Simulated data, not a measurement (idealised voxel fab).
process module | voxel gate over fins
cross-section cut | 240 nm wide | cells 5 nm
A cross-section is a grid of square cells, given in bands from the top down. A band is one or more rows of cells.
Each band's line starts with the height of the band's top and of its bottom, in nm. Then come its materials from left to right, each with its width in nm. One material with "throughout" fills the band from edge to edge. "air" is empty space.
Height 0 is the level under which the wafer as received is all one material. The lowest band goes on downwards, as in "0 down".
A width such as "30 to 40" changes by the same amount from each row of cells to the next, from the band's top row to its bottom row.
"no change" after a step means that no cell of the cross-section changed.
closed voids: empty space of 8 cells or more with no open way to the top, each as width x height at its distance from the left edge, in nm
after a step's settings: what the simulator itself notes on the step
overlay nm, on a step with a mask: how far to the right of its planned place the mask lay; to the left if negative
plan
1 op RECEIVE | material Si
2 op CONFORMAL_DEP | material SiN | thk nm 10
3 op MASKED_ETCH | tone cover | mask id FINS | width nm 15 | pitch nm 60 | etch materials SiN | depth nm 10 | overlay nm 0
4 op MASKED_ETCH | tone cover | mask id FINS | width nm 15 | pitch nm 60 | etch materials Si | depth nm 40 | overlay nm 0
5 op FILL_DEP | material SiO2 | thk nm 15
6 op CMP | height nm 10
7 op PATTERN | tone open | mask id RAIL | material resist | width nm 15 | thk nm 15 | overlay nm 0
8 op DIRECTIONAL_ETCH | etch materials SiO2 | depth nm 45
9 op STRIP | etch materials resist
10 op CONFORMAL_DEP | material TiN | thk nm 5
11 op FILL_DEP | material W | thk nm 5
12 op CMP | height nm 10
13 op SELECTIVE_ETCH | etch materials W Ru TiN | depth nm 30
14 op FILL_DEP | material SiO2 | thk nm 5
15 op CMP | height nm 10
16 op SELECTIVE_ETCH | etch materials SiO2 | depth nm 25
17 op STRIP | etch materials SiN
18 op CONFORMAL_DEP | material HfO2 | thk nm 5
19 op CONFORMAL_DEP | material TiN | thk nm 5
20 op FILL_DEP | material W | thk nm 10
21 op CMP | height nm 15
22 op CONFORMAL_DEP | material SiN | thk nm 10
first wafer, as planned
as received, after step 1
  0 down: Si throughout
  closed voids: none
after step 2
  10 to 0: SiN throughout
  below 0: unchanged
after step 3
  10 to 0: air 80 | SiN 15 | air 45 | SiN 15 | air 85
  below 0: unchanged
after step 4
  10 to 0: air 80 | SiN 15 | air 45 | SiN 15 | air 85
  0 to -40: air 80 | Si 15 | air 45 | Si 15 | air 85
  below -40: unchanged
after step 5
  25 to 10: SiO2 throughout
  10 to 0: SiO2 80 | SiN 15 | SiO2 45 | SiN 15 | SiO2 85
  0 to -40: SiO2 80 | Si 15 | SiO2 45 | Si 15 | SiO2 85
  below -40: unchanged
after step 6
  10 to 0: SiO2 80 | SiN 15 | SiO2 45 | SiN 15 | SiO2 85
  below 0: unchanged
after step 7
  25 to 10: resist 110 | air 15 | resist 115
  below 10: unchanged
after step 8
  25 to 10: resist 110 | air 15 | resist 115
  10 to 0: SiO2 80 | SiN 15 | SiO2 15 | air 15 | SiO2 15 | SiN 15 | SiO2 85
  0 to -35: SiO2 80 | Si 15 | SiO2 15 | air 15 | SiO2 15 | Si 15 | SiO2 85
  below -35: unchanged
after step 9
  10 to 0: SiO2 80 | SiN 15 | SiO2 15 | air 15 | SiO2 15 | SiN 15 | SiO2 85
  below 0: unchanged
after step 10
  15 to 10: TiN 115 | air 5 | TiN 120
  10 to 0: SiO2 80 | SiN 15 | SiO2 15 | TiN 5 | air 5 | TiN 5 | SiO2 15 | SiN 15 | SiO2 85
  0 to -30: SiO2 80 | Si 15 | SiO2 15 | TiN 5 | air 5 | TiN 5 | SiO2 15 | Si 15 | SiO2 85
  -30 to -35: SiO2 80 | Si 15 | SiO2 15 | TiN 15 | SiO2 15 | Si 15 | SiO2 85
  below -35: unchanged
after step 11
  20 to 15: W throughout
  15 to 10: TiN 115 | W 5 | TiN 120
  10 to 0: SiO2 80 | SiN 15 | SiO2 15 | TiN 5 | W 5 | TiN 5 | SiO2 15 | SiN 15 | SiO2 85
  0 to -30: SiO2 80 | Si 15 | SiO2 15 | TiN 5 | W 5 | TiN 5 | SiO2 15 | Si 15 | SiO2 85
  below -30: unchanged
after step 12
  10 to 0: SiO2 80 | SiN 15 | SiO2 15 | TiN 5 | W 5 | TiN 5 | SiO2 15 | SiN 15 | SiO2 85
  below 0: unchanged
after step 13
  10 to 0: SiO2 80 | SiN 15 | SiO2 15 | air 15 | SiO2 15 | SiN 15 | SiO2 85
  0 to -20: SiO2 80 | Si 15 | SiO2 15 | air 15 | SiO2 15 | Si 15 | SiO2 85
  below -20: unchanged
after step 14
  15 to 10: SiO2 throughout
  10 to 0: SiO2 80 | SiN 15 | SiO2 45 | SiN 15 | SiO2 85
  0 to -20: SiO2 80 | Si 15 | SiO2 45 | Si 15 | SiO2 85
  below -20: unchanged
after step 15
  10 to 0: SiO2 80 | SiN 15 | SiO2 45 | SiN 15 | SiO2 85
  below 0: unchanged
after step 16
  10 to 0: air 80 | SiN 15 | air 45 | SiN 15 | air 85
  0 to -15: air 80 | Si 15 | air 45 | Si 15 | air 85
  below -15: unchanged
after step 17
  0 to -15: air 80 | Si 15 | air 45 | Si 15 | air 85
  below -15: unchanged
after step 18
  5 to 0: air 75 | HfO2 25 | air 35 | HfO2 25 | air 80
  0 to -10: air 75 | HfO2 5 | Si 15 | HfO2 5 | air 35 | HfO2 5 | Si 15 | HfO2 5 | air 80
  -10 to -15: HfO2 80 | Si 15 | HfO2 45 | Si 15 | HfO2 85
  below -15: unchanged
after step 19
  10 to 5: air 70 | TiN 35 | air 25 | TiN 35 | air 75
  5 to 0: air 70 | TiN 5 | HfO2 25 | TiN 5 | air 25 | TiN 5 | HfO2 25 | TiN 5 | air 75
  0 to -5: air 70 | TiN 5 | HfO2 5 | Si 15 | HfO2 5 | TiN 5 | air 25 | TiN 5 | HfO2 5 | Si 15 | HfO2 5 | TiN 5 | air 75
  -5 to -10: TiN 75 | HfO2 5 | Si 15 | HfO2 5 | TiN 35 | HfO2 5 | Si 15 | HfO2 5 | TiN 80
  below -10: unchanged
after step 20
  20 to 10: W throughout
  10 to 5: W 70 | TiN 35 | W 25 | TiN 35 | W 75
  5 to 0: W 70 | TiN 5 | HfO2 25 | TiN 5 | W 25 | TiN 5 | HfO2 25 | TiN 5 | W 75
  0 to -5: W 70 | TiN 5 | HfO2 5 | Si 15 | HfO2 5 | TiN 5 | W 25 | TiN 5 | HfO2 5 | Si 15 | HfO2 5 | TiN 5 | W 75
  below -5: unchanged
after step 21
  15 to 10: W throughout
  below 10: unchanged
after step 22
  25 to 15: SiN throughout
  below 15: unchanged
second wafer: like start, like plan, one mistake. Through step 17 it matches the first wafer
when step 18 should have ended
  5 to 0: air 75 | TiN 25 | air 35 | TiN 25 | air 80
  0 to -10: air 75 | TiN 5 | Si 15 | TiN 5 | air 35 | TiN 5 | Si 15 | TiN 5 | air 80
  -10 to -15: TiN 80 | Si 15 | TiN 45 | Si 15 | TiN 85
  below -15: unchanged
when step 19 should have ended
  10 to 5: air 70 | HfO2 35 | air 25 | HfO2 35 | air 75
  5 to 0: air 70 | HfO2 5 | TiN 25 | HfO2 5 | air 25 | HfO2 5 | TiN 25 | HfO2 5 | air 75
  0 to -5: air 70 | HfO2 5 | TiN 5 | Si 15 | TiN 5 | HfO2 5 | air 25 | HfO2 5 | TiN 5 | Si 15 | TiN 5 | HfO2 5 | air 75
  -5 to -10: HfO2 75 | TiN 5 | Si 15 | TiN 5 | HfO2 35 | TiN 5 | Si 15 | TiN 5 | HfO2 80
  below -10: unchanged
when step 20 should have ended
  20 to 10: W throughout
  10 to 5: W 70 | HfO2 35 | W 25 | HfO2 35 | W 75
  5 to 0: W 70 | HfO2 5 | TiN 25 | HfO2 5 | W 25 | HfO2 5 | TiN 25 | HfO2 5 | W 75
  0 to -5: W 70 | HfO2 5 | TiN 5 | Si 15 | TiN 5 | HfO2 5 | W 25 | HfO2 5 | TiN 5 | Si 15 | TiN 5 | HfO2 5 | W 75
  below -5: unchanged
when step 21 should have ended
  15 to 10: W throughout
  below 10: unchanged
when step 22 should have ended
  25 to 15: SiN throughout
  below 15: unchanged
what went wrong: steps 18 and 19 were swapped
at the end the second wafer has, in cells: as many of each material as the first, in other places
